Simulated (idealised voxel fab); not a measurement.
Presented below is a process module, voxel local oxidation.
Each square cell in cross-section cut measures 5 nm, and the section as a whole is 175 nm wide.
The cross-sections in this document take the form of a grid made of square cells. They are written out as bands, in order from top to bottom. Each band consists of one or more rows of cells.
Look at the band entry: it leads with the top's height and the bottom's height in nm. Then it lists the materials left to right, with a width in nm for each. The word "edge to edge" on a single material says that material fills the band edge to edge. The word "blank" is empty space.
Height 0 is the level under which the wafer as received is all one material. The lowest band goes on downwards, as in "0 and below".
You'd read "30..40" like this: the band's top row of cells is as wide as the first number, its bottom row is as wide as the second, and going down, every row changes width by the same amount as the row before did.
Basically "no alteration" means that step didn't change any cell in the cross-section.
Enclosed voids (no open way to top), threshold 8 cells or more, entry "Fully sealed voids", notation width x height at distance, distance from left edge, nm.
The remark found on a step's line after its settings is issued by the simulator itself and pertains to that step.
overlay nm: where the mask lay relative to plan, measured to the right, on steps with a mask; negatives go left.
[Set out below are the planned steps of the process]
step 1: RECEIVE [material Si]
step 2: CONFORMAL_DEP [material SiO2] [thk nm 5]
step 3: CONFORMAL_DEP [material SiN] [thk nm 15]
step 4: MASKED_ETCH [tone cover] [mask id ACTIVE] [width nm 90] [etch materials SiN] [depth nm 15] [overlay nm 0]
step 5: SELECTIVE_ETCH [etch materials SiO2] [depth nm 5]
step 6: OXIDIZE [depth nm 15]
step 7: STRIP [etch materials SiN]
[Incoming wafer in cross-section (state: after step 1)]
> 0 and below = Si edge to edge
> Fully sealed voids: none
[Final cross-section, module run with one mistake (start and plan as above)]
> 5 down to 0 = 40 nm blank / 90 nm SiO2 / 45 nm blank
> 0 down to -15 = 55 nm SiO2 / 60 nm Si / 60 nm SiO2
> -15 and below = Si edge to edge
> Fully sealed voids: none
Against the plan, the run slipped here: for step 4, the planned setting was not used; the step was instead run as MASKED_ETCH [tone cover] [mask id ACTIVE] [width nm 100] [etch materials SiN] [depth nm 15] [overlay nm 0]
